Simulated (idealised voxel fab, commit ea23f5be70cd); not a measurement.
Process module in this document: voxel trench capacitor
It is cross-section cut that appears here, measuring 280 nm in width, its square cells being 5 nm in size.
In what follows, cross-sections appear as grids of square cells, described through bands that run from the top down, where every band is one or more rows of cells.
Quick guide to a band line: top height, bottom height (nm) up front; then every material left to right with its width in nm. Only one material and it's marked "everywhere"? Then it fills the band edge to edge. And "empty" just means empty space.
For the purposes of this specification, 0 denotes the height below which the wafer in its as-received condition is composed wholly of one material, and the lowermost band, lacking a lower limit, extends downward without end, as expressed in "0 nm and below".
Width: "30..40" (first number = top row, second number = bottom row, same change from row to row of cells).
Where the words "no alterations made" appear for a step, the cross-section shows no cell changed by that step; every cell remained as before.
The list in "Voids, fully enclosed" covers empty spaces of 8 cells or more that cannot reach the top through any open way, and it gives each as width x height at distance; the distance is from the left edge, and width, height and distance are in nm.
On each step's line, the part that comes after the settings is the simulator's own comment on the step.
If you see "overlay nm" on a step's line and that step has a mask, it's telling you how far right of where it was planned the mask ended up; a negative number means it went left instead.

Here's what the planned process steps look like:
1. RECEIVE, material Si
2. CONFORMAL_DEP, material SiN, thk nm 5
3. PATTERN, tone open, mask id TRENCH, material resist, width nm 25, pitch nm 55, thk nm 15, overlay nm 0
4. DIRECTIONAL_ETCH, etch materials SiN, depth nm 5
5. DIRECTIONAL_ETCH, etch materials Si, depth nm 25
6. STRIP, etch materials resist
7. CONFORMAL_DEP, material Al2O3, thk nm 5
8. FILL_DEP, material polySi, thk nm 5
9. CMP, height nm 5

First of two wafers, processed according to plan:

Delivered wafer in cross-section: state after step 1:
    0 nm and below | Si everywhere
    Voids, fully enclosed: none

You're looking at a cross-section of the wafer after step 2:
    5 nm to 0 nm | SiN everywhere
    No changes below 0.

You're looking at a cross-section of the wafer after step 3:
    20 nm to 5 nm | 100 of resist  25 of empty  30 of resist  25 of empty  100 of resist
    No changes below 5.

You're looking at a cross-section of the wafer after step 4:
    20 nm to 5 nm | 100 of resist  25 of empty  30 of resist  25 of empty  100 of resist
    5 nm to 0 nm | 100 of SiN  25 of empty  30 of SiN  25 of empty  100 of SiN
    No changes below 0.

You're looking at a cross-section of the wafer after step 5:
    20 nm to 5 nm | 100 of resist  25 of empty  30 of resist  25 of empty  100 of resist
    5 nm to 0 nm | 100 of SiN  25 of empty  30 of SiN  25 of empty  100 of SiN
    0 nm to -25 nm | 100 of Si  25 of empty  30 of Si  25 of empty  100 of Si
    No changes below -25.

You're looking at a cross-section of the wafer after step 6:
    5 nm to 0 nm | 100 of SiN  25 of empty  30 of SiN  25 of empty  100 of SiN
    No changes below 0.

You're looking at a cross-section of the wafer after step 7:
    10 nm to 5 nm | 105 of Al2O3  15 of empty  40 of Al2O3  15 of empty  105 of Al2O3
    5 nm to 0 nm | 100 of SiN  5 of Al2O3  15 of empty  5 of Al2O3  30 of SiN  5 of Al2O3  15 of empty  5 of Al2O3  100 of SiN
    0 nm to -20 nm | 100 of Si  5 of Al2O3  15 of empty  5 of Al2O3  30 of Si  5 of Al2O3  15 of empty  5 of Al2O3  100 of Si
    -20 nm to -25 nm | 100 of Si  25 of Al2O3  30 of Si  25 of Al2O3  100 of Si
    No changes below -25.

You're looking at a cross-section of the wafer after step 8:
    15 nm to 10 nm | polySi everywhere
    10 nm to 5 nm | 105 of Al2O3  15 of polySi  40 of Al2O3  15 of polySi  105 of Al2O3
    5 nm to 0 nm | 100 of SiN  5 of Al2O3  15 of polySi  5 of Al2O3  30 of SiN  5 of Al2O3  15 of polySi  5 of Al2O3  100 of SiN
    0 nm to -20 nm | 100 of Si  5 of Al2O3  15 of polySi  5 of Al2O3  30 of Si  5 of Al2O3  15 of polySi  5 of Al2O3  100 of Si
    No changes below -20.

You're looking at a cross-section of the wafer after step 9:
    5 nm to 0 nm | 100 of SiN  5 of Al2O3  15 of polySi  5 of Al2O3  30 of SiN  5 of Al2O3  15 of polySi  5 of Al2O3  100 of SiN
    No changes below 0.

Second wafer: same start and same plan as the first, one execution error; identical to the first through step 4:

Cross-section of the second wafer when, according to plan, step 5 should have finished:
    20 nm to 5 nm | 100 of resist  25 of empty  30 of resist  25 of empty  100 of resist
    5 nm to 0 nm | 100 of SiN  25 of empty  30 of SiN  25 of empty  100 of SiN
    0 nm to -50 nm | 100 of Si  25 of empty  30 of Si  25 of empty  100 of Si
    No changes below -50.

Cross-section of the second wafer when, according to plan, step 6 should have finished:
    5 nm to 0 nm | 100 of SiN  25 of empty  30 of SiN  25 of empty  100 of SiN
    No changes below 0.

Cross-section of the second wafer when, according to plan, step 7 should have finished:
    10 nm to 5 nm | 105 of Al2O3  15 of empty  40 of Al2O3  15 of empty  105 of Al2O3
    5 nm to 0 nm | 100 of SiN  5 of Al2O3  15 of empty  5 of Al2O3  30 of SiN  5 of Al2O3  15 of empty  5 of Al2O3  100 of SiN
    0 nm to -45 nm | 100 of Si  5 of Al2O3  15 of empty  5 of Al2O3  30 of Si  5 of Al2O3  15 of empty  5 of Al2O3  100 of Si
    -45 nm to -50 nm | 100 of Si  25 of Al2O3  30 of Si  25 of Al2O3  100 of Si
    No changes below -50.

Cross-section of the second wafer when, according to plan, step 8 should have finished:
    15 nm to 10 nm | polySi everywhere
    10 nm to 5 nm | 105 of Al2O3  15 of polySi  40 of Al2O3  15 of polySi  105 of Al2O3
    5 nm to 0 nm | 100 of SiN  5 of Al2O3  15 of polySi  5 of Al2O3  30 of SiN  5 of Al2O3  15 of polySi  5 of Al2O3  100 of SiN
    0 nm to -45 nm | 100 of Si  5 of Al2O3  15 of polySi  5 of Al2O3  30 of Si  5 of Al2O3  15 of polySi  5 of Al2O3  100 of Si
    No changes below -45.

Cross-section of the second wafer when, according to plan, step 9 should have finished:
    5 nm to 0 nm | 100 of SiN  5 of Al2O3  15 of polySi  5 of Al2O3  30 of SiN  5 of Al2O3  15 of polySi  5 of Al2O3  100 of SiN
    No changes below 0.
Deviation noted in wafer processing: step 5 was run twice
End check, counted in cells, second wafer has more or fewer of these materials than the first: Al2O3: 20 more; Si: 50 fewer; polySi: 30 more
